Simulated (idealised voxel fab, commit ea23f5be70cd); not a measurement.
process module | voxel self aligned contacts
The width of the displayed cross-section, cut, is 285 nm; its cells are square, with a size of 5 nm.
How to read a cross-section here: the picture is a grid of square cells, written as bands going from the top down, and any band can span one or more rows of cells.
Quick guide to a band line: top height, bottom height (nm) up front; then every material left to right with its width in nm. Only one material and it's marked "full width"? Then it fills the band edge to edge. And "blank" just means empty space.
Heights are reckoned from 0. Under this level, the received wafer is all of one material. The bottommost band is open-ended downward, for example "0..down".
Width spec "30->40" -> top row of cells at first value, bottom row at second value, equal per-row change in between.
"nothing got changed" for a step: no cell of the cross-section changed in that step.
For the entry "Enclosed internal cavities", the listed items are empty spaces with no open way to the top whose size is 8 cells or more; each item follows the pattern width x height at distance, where distance is from the left edge and all three are in nm.
Formally, on a step line, whatever follows the settings is a remark that the simulator itself makes on the step.
For masked steps, "overlay nm" on the step line gives how far right of plan the mask actually lay; a minus sign means it lay to the left.

-- List of planned process steps
1: RECEIVE (material Si)
2: OXIDIZE (depth nm 5)
3: DIRECTIONAL_DEP (material polySi; thk nm 30)
4: DIRECTIONAL_DEP (material SiN; thk nm 20)
5: MASKED_ETCH (tone cover; mask id GATE; width nm 25; pitch nm 70; etch materials SiN; depth nm 20; overlay nm 0)
6: MASKED_ETCH (tone cover; mask id GATE; width nm 25; pitch nm 70; etch materials polySi; depth nm 30; overlay nm 0)
7: CONFORMAL_DEP (material SiN; thk nm 10)
8: DIRECTIONAL_ETCH (etch materials SiN; depth nm 10)
9: FILL_DEP (material SiO2; thk nm 20)
10: CMP (height nm 60)
11: DIRECTIONAL_DEP (material aC; thk nm 10)
12: PATTERN (tone open; mask id CONTACT; material resist; width nm 55; pitch nm 70; thk nm 30; overlay nm 0)
13: DIRECTIONAL_ETCH (etch materials aC; depth nm 10)
14: STRIP (etch materials resist)
15: DIRECTIONAL_ETCH (etch materials SiO2; depth nm 65)
16: STRIP (etch materials aC)
17: CONFORMAL_DEP (material TiN; thk nm 5)
18: FILL_DEP (material W; thk nm 10)
19: CMP (height nm 60)
20: CONFORMAL_DEP (material SiN; thk nm 5)

-- Cross-section of the wafer as it came to us, i.e., already through step 1
* 0..down = Si full width
* Enclosed internal cavities: none

-- This is how the wafer looks in cross-section once the module is done, given the starting state and plan above and one mistake in carrying the plan out
* 65..60 = SiN full width
* 60..50 = SiO2 90, TiN 5->10, W 45->15, TiN 5->30, SiO2 15, TiN 5->10, W 45->15, TiN 5->30, SiO2 70
* 50..30 = SiO2 50, SiN 45, TiN 5, W 15, TiN 5, SiN 45, TiN 5, W 15, TiN 5, SiN 45, SiO2 50
* 30..0 = SiO2 50, SiN 10, polySi 25, SiN 10, TiN 5, W 15, TiN 5, SiN 10, polySi 25, SiN 10, TiN 5, W 15, TiN 5, SiN 10, polySi 25, SiN 10, SiO2 50
* 0..-5 = SiO2 95, TiN 25, SiO2 45, TiN 25, SiO2 95
* -5..down = Si full width
* Enclosed internal cavities: none
Which mistake was made when the wafer was run? rather than as planned, step 12 actually ran as PATTERN (tone open; mask id CONTACT; material resist; width nm 55; pitch nm 70; thk nm 30; overlay nm 10)
